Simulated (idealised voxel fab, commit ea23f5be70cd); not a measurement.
The following is a process module called voxel capacitor over wiring.
Shown is cross-section cut, with a width of 160 nm and square cells of size 5 nm.
Cross-section layout: square cells on a grid; listed as bands, top to bottom; a band spans one or more cell rows. Band entry format. Leading values: height of top, height of bottom, nm. Remainder: materials in left-to-right order, each with its width in nm. Special words: "everywhere" on a single material, which then fills the band edge to edge; "empty", empty space. Height datum 0, below which the as-received substrate wafer is one material. Lowest band open at the bottom, running downward: "0..down". The expression "30->40" gives the width at the extremes of the band, the first number at its top row of cells and the second at its bottom row, with the width changing by equal amounts from each row to the next in between. No cell of the cross-section changed in a step that is given as "no modifications". Listed in "Enclosed voids": every empty space of 8 or more cells without an open way to the top. Form: width x height at distance, the distance being from the left edge, all in nm. The remark found on a step's line after its settings is issued by the simulator itself and pertains to that step. What "overlay nm" on a step's line means: if the step has a mask, that mask lay this far to the right of its planned place, or, when the value is negative, to the left.

-- The following list gives the planned process steps
| 1 | RECEIVE | material Si |
| 2 | CONFORMAL_DEP | material SiO2 | thk nm 15 |
| 3 | CONFORMAL_DEP | material SiCN | thk nm 5 |
| 4 | DIRECTIONAL_DEP | material SiO2 | thk nm 20 |
| 5 | DIRECTIONAL_DEP | material aC | thk nm 15 |
| 6 | PATTERN | tone open | mask id METAL_1 | material resist | width nm 20 | pitch nm 70 | thk nm 35 | overlay nm 0 |
| 7 | DIRECTIONAL_ETCH | etch materials aC | depth nm 15 |
| 8 | STRIP | etch materials resist |
| 9 | DIRECTIONAL_ETCH | etch materials SiO2 | depth nm 20 |
| 10 | DIRECTIONAL_ETCH | etch materials SiCN | depth nm 5 |
| 11 | STRIP | etch materials aC |
| 12 | CONFORMAL_DEP | material TiN | thk nm 5 |
| 13 | FILL_DEP | material Cu | thk nm 5 |
| 14 | CMP | height nm 40 |
| 15 | EPI | material Ru | thk nm 5 |
| 16 | FILL_DEP | material SiCN | thk nm 5 |
| 17 | DIRECTIONAL_DEP | material lowk | thk nm 10 |
| 18 | PATTERN | tone open | mask id PLUG_1 | material resist | width nm 15 | thk nm 20 | overlay nm 0 |
| 19 | DIRECTIONAL_ETCH | etch materials lowk | depth nm 10 |
| 20 | DIRECTIONAL_ETCH | etch materials SiCN | depth nm 5 |
| 21 | STRIP | etch materials resist |
| 22 | CONFORMAL_DEP | material TiN | thk nm 5 |
| 23 | FILL_DEP | material W | thk nm 5 |
| 24 | CMP | height nm 60 |
| 25 | DIRECTIONAL_DEP | material TiN | thk nm 5 |
| 26 | DIRECTIONAL_DEP | material SiN | thk nm 5 |
| 27 | DIRECTIONAL_DEP | material TiN | thk nm 10 |
| 28 | DIRECTIONAL_DEP | material aC | thk nm 15 |
| 29 | PATTERN | tone cover | mask id UPPER_PLATE | material resist | width nm 55 | thk nm 35 | overlay nm 0 |
| 30 | DIRECTIONAL_ETCH | etch materials aC | depth nm 15 |
| 31 | STRIP | etch materials resist |
| 32 | DIRECTIONAL_ETCH | etch materials TiN | depth nm 10 |
| 33 | DIRECTIONAL_ETCH | etch materials SiN | depth nm 5 |
| 34 | STRIP | etch materials aC |
| 35 | PATTERN | tone cover | mask id LOWER_PLATE | material resist | width nm 65 | thk nm 20 | overlay nm 0 |
| 36 | DIRECTIONAL_ETCH | etch materials TiN | depth nm 5 |
| 37 | STRIP | etch materials resist |
| 38 | FILL_DEP | material SiO2 | thk nm 15 |
| 39 | CMP | height nm 90 |
| 40 | MASKED_ETCH | tone open | mask id PLUG_2 | width nm 15 | etch materials SiO2 | depth nm 10 | overlay nm 0 |
| 41 | CONFORMAL_DEP | material TiN | thk nm 5 |
| 42 | FILL_DEP | material Cu | thk nm 10 |
| 43 | CMP | height nm 90 |
| 44 | CONFORMAL_DEP | material SiN | thk nm 5 |

-- Cross-section of the wafer upon arrival, representing the state reached after step 1
	0..down | Si everywhere
	Enclosed voids: none

-- Cross-section, first of two wafers, end of module, run as planned
	95..90 | SiN everywhere
	90..85 | SiO2=50  TiN=5  Cu=5  TiN=5  SiO2=95
	85..80 | SiO2=50  TiN=15  SiO2=95
	80..70 | SiO2=40  TiN=55  SiO2=65
	70..65 | SiO2=40  SiN=55  SiO2=65
	65..60 | SiO2=35  TiN=65  SiO2=60
	60..50 | lowk=40  TiN=5  W=5  TiN=5  lowk=105
	50..45 | SiCN=40  TiN=15  SiCN=105
	45..40 | SiCN=30  Ru=30  SiCN=40  Ru=30  SiCN=30
	40..20 | SiO2=35  TiN=5  Cu=10  TiN=5  SiO2=50  TiN=5  Cu=10  TiN=5  SiO2=35
	20..15 | SiCN=35  TiN=20  SiCN=50  TiN=20  SiCN=35
	15..0 | SiO2 everywhere
	0..down | Si everywhere
	Enclosed voids: none

-- This cross-section belongs to the second wafer of two at the end of the module; the start and the plan were shared with the first, and the run included one mistake
	95..90 | SiN everywhere
	90..85 | SiO2=50  TiN=5  Cu=5  TiN=5  SiO2=95
	85..80 | SiO2=50  TiN=15  SiO2=95
	80..75 | SiO2 everywhere
	75..65 | SiO2=40  TiN=55  SiO2=65
	65..60 | SiO2=35  TiN=65  SiO2=60
	60..50 | lowk=40  TiN=5  W=5  TiN=5  lowk=105
	50..45 | SiCN=40  TiN=15  SiCN=105
	45..40 | SiCN=30  Ru=30  SiCN=40  Ru=30  SiCN=30
	40..20 | SiO2=35  TiN=5  Cu=10  TiN=5  SiO2=50  TiN=5  Cu=10  TiN=5  SiO2=35
	20..15 | SiCN=35  TiN=20  SiCN=50  TiN=20  SiCN=35
	15..0 | SiO2 everywhere
	0..down | Si everywhere
	Enclosed voids: none
It is concluded that the wafer was processed incorrectly with respect to the plan, in that execution of step 26 of the plan did not take place, the step having been omitted
Materials where the second wafer ends with more or fewer cells than the first: 11 fewer of SiN; 11 more of SiO2
